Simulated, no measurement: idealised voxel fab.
Proc. module: voxel capacitor over wiring
Section shown: cut. Width: 200 nm. Cell size: 5 nm, square.
In this document a cross-section is written as a grid of square cells. It is given as a series of bands, listed from the top down, and a band is one or more rows of cells. Band: top and bottom heights (nm) first, top before bottom; then materials from left to right, widths in nm. "throughout" marks a sole material filling the band edge to edge. "blank" denotes empty space. Height datum 0, below which the as-received substrate wafer is one material. Lowest band open at the bottom, running downward: "0 -> down". You'd read "30 to 40" like this: the band's top row of cells is as wide as the first number, its bottom row is as wide as the second, and going down, every row changes width by the same amount as the row before did. Any step labelled "no change" changed none of the cells in the cross-section. Listed in "closed voids": every empty space of 8 or more cells without an open way to the top. Form: width x height at distance, the distance being from the left edge, all in nm. Read whatever lies past the settings on a step's line as the simulator's own remark about the step. The optional step-line setting "overlay nm" applies to steps with a mask and quantifies how far to the right of its planned location the mask lay, a negative value indicating leftward placement.
## List of planned process steps
1: RECEIVE [material Si]
2: CONFORMAL_DEP [material SiO2] [thk nm 15]
3: DIRECTIONAL_DEP [material TiN] [thk nm 5]
4: DIRECTIONAL_DEP [material Ru] [thk nm 20]
5: DIRECTIONAL_DEP [material aC] [thk nm 10]
6: PATTERN [tone cover] [mask id METAL_1] [material resist] [width nm 30] [pitch nm 100] [thk nm 25] [overlay nm 0]
7: DIRECTIONAL_ETCH [etch materials aC] [depth nm 10]
8: STRIP [etch materials resist]
9: DIRECTIONAL_ETCH [etch materials Ru] [depth nm 20]
10: DIRECTIONAL_ETCH [etch materials TiN] [depth nm 5]
11: STRIP [etch materials aC]
12: FILL_DEP [material lowk] [thk nm 10]
13: CMP [height nm 40]
14: CONFORMAL_DEP [material SiCN] [thk nm 5]
15: DIRECTIONAL_DEP [material lowk] [thk nm 15]
16: DIRECTIONAL_DEP [material aC] [thk nm 15]
17: PATTERN [tone open] [mask id PLUG_1] [material resist] [width nm 15] [thk nm 35] [overlay nm 0]
18: DIRECTIONAL_ETCH [etch materials aC] [depth nm 15]
19: STRIP [etch materials resist]
20: DIRECTIONAL_ETCH [etch materials lowk] [depth nm 15]
21: DIRECTIONAL_ETCH [etch materials SiCN] [depth nm 5]
22: STRIP [etch materials aC]
23: EPI [material Ru] [thk nm 10]
24: EPI [material Ru] [thk nm 10]
25: DIRECTIONAL_DEP [material TiN] [thk nm 10]
26: DIRECTIONAL_DEP [material Al2O3] [thk nm 5]
27: DIRECTIONAL_DEP [material TiN] [thk nm 5]
28: PATTERN [tone cover] [mask id UPPER_PLATE] [material resist] [width nm 75] [thk nm 15] [overlay nm 0]
29: DIRECTIONAL_ETCH [etch materials TiN] [depth nm 5]
30: DIRECTIONAL_ETCH [etch materials Al2O3] [depth nm 5]
31: STRIP [etch materials resist]
32: DIRECTIONAL_DEP [material aC] [thk nm 10]
33: PATTERN [tone cover] [mask id LOWER_PLATE] [material resist] [width nm 85] [thk nm 25] [overlay nm 0]
34: DIRECTIONAL_ETCH [etch materials aC] [depth nm 10]
35: STRIP [etch materials resist]
36: DIRECTIONAL_ETCH [etch materials TiN] [depth nm 10]
37: STRIP [etch materials aC]
38: FILL_DEP [material SiO2] [thk nm 15]
39: CMP [height nm 90]
40: DIRECTIONAL_DEP [material aC] [thk nm 15]
41: PATTERN [tone open] [mask id PLUG_2] [material resist] [width nm 15] [thk nm 30] [overlay nm 0]
42: DIRECTIONAL_ETCH [etch materials aC] [depth nm 15]
43: STRIP [etch materials resist]
44: DIRECTIONAL_ETCH [etch materials SiO2] [depth nm 10]
45: STRIP [etch materials aC]
46: CONFORMAL_DEP [material TiN] [thk nm 5]
47: FILL_DEP [material Ru] [thk nm 10]
48: CMP [height nm 90]
49: CONFORMAL_DEP [material SiCN] [thk nm 5]
## Cross-section of the incoming wafer, state after step 1
> 0 -> down = Si throughout
> closed voids: none
## Wafer at module end, in section. Began as above, planned as above, run with one mistake
> 95 -> 90 = SiCN throughout
> 90 -> 85 = SiO2=60, then TiN=5, then Ru=5, then TiN=5, then SiO2=125
> 85 -> 75 = SiO2=60 to 50, then TiN=15 to 75, then SiO2=125 to 75
> 75 -> 70 = SiO2=50, then Al2O3=75, then SiO2=75
> 70 -> 60 = SiO2=45, then TiN=85, then SiO2=70
> 60 -> 45 = lowk=50, then Ru=15, then lowk=135
> 45 -> 40 = SiCN=50, then Ru=15, then SiCN=135
> 40 -> 20 = lowk=30, then Ru=40, then lowk=60, then Ru=40, then lowk=30
> 20 -> 15 = lowk=30, then TiN=40, then lowk=60, then TiN=40, then lowk=30
> 15 -> 0 = SiO2 throughout
> 0 -> down = Si throughout
> closed voids: none
What went wrong in running the wafer? step 6 was run on a setting that differed from the plan, and what really ran there is PATTERN [tone cover] [mask id METAL_1] [material resist] [width nm 40] [pitch nm 100] [thk nm 25] [overlay nm 0]
